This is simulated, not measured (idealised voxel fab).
Process module under the name voxel self aligned vias
This is section cut - it's 200 nm across, gridded in 5 nm square cells.
For the purposes of this document, a cross-section shall be understood as a grid of square cells, specified as bands listed in top-to-bottom order, each band consisting of one or more rows of cells.
Top height, bottom height, nm. Materials left to right, width each, nm. Single material + "edge to edge" = fills band edge to edge. "air" = empty.
Heights are measured from 0, the level below which the as-received wafer is all one material; the lowest band has no bottom and continues downward, written as in "0 -> down".
The two numbers in a width such as "30..40" mark its ends across the band: the first belongs to the top row of cells, the second to the bottom row, and from each row to the next the width moves by the same amount.
The designation "nothing altered", where it is given for a processing step, indicates that no cell of the cross-section was altered in the course of that step.
You'll see "Enclosed cavity list" listing empty spaces that have no way open to the top, as long as they're 8 cells or more; the notation is width x height at distance, where the distance is from the left edge, and all of it is in nm.
after a step's settings: what the simulator itself notes on the step
overlay nm: for a step with a mask, the amount by which the mask lay right of where it was planned; a negative amount means left of it.

**Steps in the process plan**
1 RECEIVE: material Si
2 CONFORMAL_DEP: material SiO2, thk nm 15
3 CONFORMAL_DEP: material SiCN, thk nm 5
4 DIRECTIONAL_DEP: material SiO2, thk nm 20
5 DIRECTIONAL_DEP: material aC, thk nm 10
6 PATTERN: tone open, mask id LINES, material resist, width nm 20, pitch nm 65, thk nm 25, overlay nm 0
7 DIRECTIONAL_ETCH: etch materials aC, depth nm 10
8 STRIP: etch materials resist
9 DIRECTIONAL_ETCH: etch materials SiO2, depth nm 20
10 STRIP: etch materials aC
11 CONFORMAL_DEP: material TiN, thk nm 5
12 FILL_DEP: material Ru, thk nm 5
13 CMP: height nm 40
14 SELECTIVE_ETCH: etch materials W Ru TiN, depth nm 10
15 FILL_DEP: material SiN, thk nm 5
16 CMP: height nm 40
17 DIRECTIONAL_DEP: material SiO2, thk nm 20
18 PATTERN: tone open, mask id VIAS, material resist, width nm 40, pitch nm 65, thk nm 20, overlay nm 0
19 DIRECTIONAL_ETCH: etch materials SiO2, depth nm 20
20 DIRECTIONAL_ETCH: etch materials SiN, depth nm 10
21 STRIP: etch materials resist
22 CONFORMAL_DEP: material TiN, thk nm 5
23 FILL_DEP: material W, thk nm 10
24 CMP: height nm 60
25 CONFORMAL_DEP: material SiN, thk nm 5

**Cross-section, incoming material, after step 1**
* 0 -> down: Si edge to edge
* Enclosed cavity list: none

**Wafer at module end, in section. Began as above, planned as above, run with one mistake**
* 65 -> 60: SiN edge to edge
* 60 -> 45: SiO2 45 nm, TiN 5 nm, W 30 nm, TiN 5 nm, SiO2 25 nm, TiN 5 nm, W 30 nm, TiN 5 nm, SiO2 50 nm
* 45 -> 40: SiO2 45 nm, TiN 15 nm, W 10 nm, TiN 15 nm, SiO2 25 nm, TiN 15 nm, W 10 nm, TiN 15 nm, SiO2 50 nm
* 40 -> 35: SiO2 55 nm, TiN 20 nm, SiO2 45 nm, TiN 20 nm, SiO2 60 nm
* 35 -> 30: SiCN edge to edge
* 30 -> 0: SiO2 edge to edge
* 0 -> down: Si edge to edge
* Enclosed cavity list: none
Diagnosis: yeah, plan step 2 got run twice
